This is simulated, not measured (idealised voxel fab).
This is a process module. Its name is voxel quadruple lines.
Square cell edge 5 nm, section width 250 nm, ID cut.
Cross-sections here: square-cell grids, written as top-down lists of bands, a band being one or more rows of cells.
Read a band's entry like this: the first values are the height of its top and the height of its bottom in nm, and what follows is the sequence of materials from left to right, each with its width in nm. Note that "empty" is empty space, and that a single material marked "edge to edge" reaches across the band from edge to edge.
Height 0 is the level under which the wafer as received is all one material. The lowest band goes on downwards, as in "0 and below".
Per-row width for "30 to 40": begins at first number (top row of band), ends at second number (bottom row), increment between rows held constant.
"no modifications" (step): cross-section cells unchanged, all of them.
The entry "Sealed void listing" lists the empty spaces that cover at least 8 cells and have no open path to the top. Each is written as width x height at distance, where the distance is measured from the left edge and all three values are in nm.
On each step's line, the part that comes after the settings is the simulator's own comment on the step.
overlay nm: mask offset rightward from planned place, masked step; negative means leftward offset.
PROCESS STEPS FORESEEN IN THE PLAN
1,RECEIVE | material Si
2,CONFORMAL_DEP | material SiO2 | thk nm 5
3,DIRECTIONAL_DEP | material W | thk nm 10
4,DIRECTIONAL_DEP | material polySi | thk nm 20
5,DIRECTIONAL_DEP | material aC | thk nm 25
6,PATTERN | tone cover | mask id MANDREL | material resist | width nm 30 | pitch nm 80 | thk nm 30 | overlay nm 0
7,DIRECTIONAL_ETCH | etch materials aC | depth nm 25
8,STRIP | etch materials resist
9,CONFORMAL_DEP | material SiO2 | thk nm 10
10,DIRECTIONAL_ETCH | etch materials SiO2 | depth nm 10
11,STRIP | etch materials aC
12,DIRECTIONAL_ETCH | etch materials polySi | depth nm 20
13,STRIP | etch materials SiO2
14,CONFORMAL_DEP | material SiCN | thk nm 10
15,DIRECTIONAL_ETCH | etch materials SiCN | depth nm 10
16,STRIP | etch materials polySi
17,DIRECTIONAL_ETCH | etch materials W | depth nm 10
18,STRIP | etch materials SiCN
19,FILL_DEP | material lowk | thk nm 5
20,CMP | height nm 15
FIRST WAFER OF TWO (RUN AS PLANNED)
DELIVERED WAFER IN CROSS-SECTION: STATE AFTER STEP 1
	0 and below: Si edge to edge
	Sealed void listing: none
SECTIONAL VIEW: WAFER, AFTER STEP 2
	5 down to 0: SiO2 edge to edge
	Under the height 0 nothing was changed.
SECTIONAL VIEW: WAFER, AFTER STEP 3
	15 down to 5: W edge to edge
	Under the height 5 nothing was changed.
SECTIONAL VIEW: WAFER, AFTER STEP 4
	35 down to 15: polySi edge to edge
	Under the height 15 nothing was changed.
SECTIONAL VIEW: WAFER, AFTER STEP 5
	60 down to 35: aC edge to edge
	Under the height 35 nothing was changed.
SECTIONAL VIEW: WAFER, AFTER STEP 6
	90 down to 60: empty (70), then resist (30), then empty (50), then resist (30), then empty (70)
	Under the height 60 nothing was changed.
SECTIONAL VIEW: WAFER, AFTER STEP 7
	65 down to 60: empty (70), then resist (30), then empty (50), then resist (30), then empty (70)
	60 down to 35: empty (70), then aC (30), then empty (50), then aC (30), then empty (70)
	Under the height 35 nothing was changed.
SECTIONAL VIEW: WAFER, AFTER STEP 8
	60 down to 35: empty (70), then aC (30), then empty (50), then aC (30), then empty (70)
	Under the height 35 nothing was changed.
SECTIONAL VIEW: WAFER, AFTER STEP 9
	70 down to 60: empty (60), then SiO2 (50), then empty (30), then SiO2 (50), then empty (60)
	60 down to 45: empty (60), then SiO2 (10), then aC (30), then SiO2 (10), then empty (30), then SiO2 (10), then aC (30), then SiO2 (10), then empty (60)
	45 down to 35: SiO2 (70), then aC (30), then SiO2 (50), then aC (30), then SiO2 (70)
	Under the height 35 nothing was changed.
SECTIONAL VIEW: WAFER, AFTER STEP 10
	60 down to 35: empty (60), then SiO2 (10), then aC (30), then SiO2 (10), then empty (30), then SiO2 (10), then aC (30), then SiO2 (10), then empty (60)
	Under the height 35 nothing was changed.
SECTIONAL VIEW: WAFER, AFTER STEP 11
	60 down to 35: empty (60), then SiO2 (10), then empty (30), then SiO2 (10), then empty (30), then SiO2 (10), then empty (30), then SiO2 (10), then empty (60)
	Under the height 35 nothing was changed.
SECTIONAL VIEW: WAFER, AFTER STEP 12
	60 down to 35: empty (60), then SiO2 (10), then empty (30), then SiO2 (10), then empty (30), then SiO2 (10), then empty (30), then SiO2 (10), then empty (60)
	35 down to 15: empty (60), then polySi (10), then empty (30), then polySi (10), then empty (30), then polySi (10), then empty (30), then polySi (10), then empty (60)
	Under the height 15 nothing was changed.
SECTIONAL VIEW: WAFER, AFTER STEP 13
	35 down to 15: empty (60), then polySi (10), then empty (30), then polySi (10), then empty (30), then polySi (10), then empty (30), then polySi (10), then empty (60)
	Under the height 15 nothing was changed.
SECTIONAL VIEW: WAFER, AFTER STEP 14
	45 down to 35: empty (50), then SiCN (30), then empty (10), then SiCN (30), then empty (10), then SiCN (30), then empty (10), then SiCN (30), then empty (50)
	35 down to 25: empty (50), then SiCN (10), then polySi (10), then SiCN (10), then empty (10), then SiCN (10), then polySi (10), then SiCN (10), then empty (10), then SiCN (10), then polySi (10), then SiCN (10), then empty (10), then SiCN (10), then polySi (10), then SiCN (10), then empty (50)
	25 down to 15: SiCN (60), then polySi (10), then SiCN (30), then polySi (10), then SiCN (30), then polySi (10), then SiCN (30), then polySi (10), then SiCN (60)
	Under the height 15 nothing was changed.
SECTIONAL VIEW: WAFER, AFTER STEP 15
	35 down to 15: empty (50), then SiCN (10), then polySi (10), then SiCN (10), then empty (10), then SiCN (10), then polySi (10), then SiCN (10), then empty (10), then SiCN (10), then polySi (10), then SiCN (10), then empty (10), then SiCN (10), then polySi (10), then SiCN (10), then empty (50)
	Under the height 15 nothing was changed.
SECTIONAL VIEW: WAFER, AFTER STEP 16
	35 down to 15: empty (50), then SiCN (10), then empty (10), then SiCN (10), then empty (10), then SiCN (10), then empty (10), then SiCN (10), then empty (10), then SiCN (10), then empty (10), then SiCN (10), then empty (10), then SiCN (10), then empty (10), then SiCN (10), then empty (50)
	Under the height 15 nothing was changed.
SECTIONAL VIEW: WAFER, AFTER STEP 17
	35 down to 15: empty (50), then SiCN (10), then empty (10), then SiCN (10), then empty (10), then SiCN (10), then empty (10), then SiCN (10), then empty (10), then SiCN (10), then empty (10), then SiCN (10), then empty (10), then SiCN (10), then empty (10), then SiCN (10), then empty (50)
	15 down to 5: empty (50), then W (10), then empty (10), then W (10), then empty (10), then W (10), then empty (10), then W (10), then empty (10), then W (10), then empty (10), then W (10), then empty (10), then W (10), then empty (10), then W (10), then empty (50)
	Under the height 5 nothing was changed.
SECTIONAL VIEW: WAFER, AFTER STEP 18
	15 down to 5: empty (50), then W (10), then empty (10), then W (10), then empty (10), then W (10), then empty (10), then W (10), then empty (10), then W (10), then empty (10), then W (10), then empty (10), then W (10), then empty (10), then W (10), then empty (50)
	Under the height 5 nothing was changed.
SECTIONAL VIEW: WAFER, AFTER STEP 19
	20 down to 15: lowk edge to edge
	15 down to 5: lowk (50), then W (10), then lowk (10), then W (10), then lowk (10), then W (10), then lowk (10), then W (10), then lowk (10), then W (10), then lowk (10), then W (10), then lowk (10), then W (10), then lowk (10), then W (10), then lowk (50)
	Under the height 5 nothing was changed.
SECTIONAL VIEW: WAFER, AFTER STEP 20
	15 down to 5: lowk (50), then W (10), then lowk (10), then W (10), then lowk (10), then W (10), then lowk (10), then W (10), then lowk (10), then W (10), then lowk (10), then W (10), then lowk (10), then W (10), then lowk (10), then W (10), then lowk (50)
	Under the height 5 nothing was changed.
SECOND WAFER, SAME STARTING STATE AND PLAN AS THE FIRST, ONE MISTAKE IN THE RUN, IDENTICAL THROUGH STEP 18
CROSS-SECTIONAL VIEW OF THE SECOND WAFER AT THE INTENDED END TIME OF PROCESS STEP 19
	20 down to 15: SiCN edge to edge
	15 down to 5: SiCN (50), then W (10), then SiCN (10), then W (10), then SiCN (10), then W (10), then SiCN (10), then W (10), then SiCN (10), then W (10), then SiCN (10), then W (10), then SiCN (10), then W (10), then SiCN (10), then W (10), then SiCN (50)
	Under the height 5 nothing was changed.
CROSS-SECTIONAL VIEW OF THE SECOND WAFER AT THE INTENDED END TIME OF PROCESS STEP 20
	15 down to 5: SiCN (50), then W (10), then SiCN (10), then W (10), then SiCN (10), then W (10), then SiCN (10), then W (10), then SiCN (10), then W (10), then SiCN (10), then W (10), then SiCN (10), then W (10), then SiCN (10), then W (10), then SiCN (50)
	Under the height 5 nothing was changed.
In executing the process, a mistake was made relative to the plan: step 19: run off-plan, actual operation and settings FILL_DEP | material SiCN | thk nm 5
Materials where the second wafer ends with more or fewer cells than the first: SiCN: 68 more; lowk: 68 fewer
